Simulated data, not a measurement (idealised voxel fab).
A process module follows: voxel double patterning.
The figure presents cross-section cut, which has a width of 200 nm and is divided into square cells with an edge length of 5 nm.
How to read a cross-section here: the picture is a grid of square cells, written as bands going from the top down, and any band can span one or more rows of cells. Basically the band line says how high the top is and how high the bottom is, in nm, and then what's in it from left to right, every material with its width in nm. Empty space shows up as "blank", and if a single material carries "everywhere" it runs the full band edge to edge. Height is counted from the level 0, under which the received wafer is composed throughout of one material. The lowest of the bands is not closed at the bottom but continues downward, in the notation "0 -> down". Top row gets the first number, bottom row gets the second, and each row in between changes by the same step: that is how a band width like "30->40" works. "nothing different", as given for a step, is the statement that not any cell of the cross-section underwent a change during that step. Basically, "Enclosed internal cavities" tells you about the enclosed voids: empty spaces with no open way to the top, 8 cells or bigger, each written width x height at distance, where distance is from the left edge, all in nm. On a step's line, text after the settings is the simulator commenting on that step. overlay nm: how far to the right of its planned place the mask lay on this masked step (negative: to the left).
**The following list gives the planned process steps**
step 1: RECEIVE,material Si
step 2: CONFORMAL_DEP,material SiO2,thk nm 10
step 3: DIRECTIONAL_DEP,material W,thk nm 20
step 4: DIRECTIONAL_DEP,material SiN,thk nm 5
step 5: PATTERN,tone open,mask id FIRST,material resist,width nm 15,pitch nm 50,thk nm 20,overlay nm 0
step 6: DIRECTIONAL_ETCH,etch materials SiN,depth nm 5
step 7: STRIP,etch materials resist
step 8: PATTERN,tone open,mask id SECOND,material resist,width nm 15,pitch nm 50,thk nm 15,overlay nm 0
step 9: DIRECTIONAL_ETCH,etch materials SiN,depth nm 5
step 10: STRIP,etch materials resist
step 11: DIRECTIONAL_ETCH,etch materials W,depth nm 20
step 12: STRIP,etch materials SiN
**Incoming wafer, cross-sectional view, post step 1**
  0 -> down  Si everywhere
  Enclosed internal cavities: none
**Module complete, cross-section. Starting point and plan per above. One mistake made in running the module**
  30 -> 10  35 of W / 15 of blank / 15 of W / 15 of blank / 5 of W / 15 of blank / 15 of W / 15 of blank / 5 of W / 15 of blank / 50 of W
  10 -> 0  SiO2 everywhere
  0 -> down  Si everywhere
  Enclosed internal cavities: none
Which mistake was made when the wafer was run? it should be noted that step 5 was executed with settings other than those planned, the operation and settings actually applied being PATTERN,tone open,mask id FIRST,material resist,width nm 15,pitch nm 50,thk nm 20,overlay nm -5
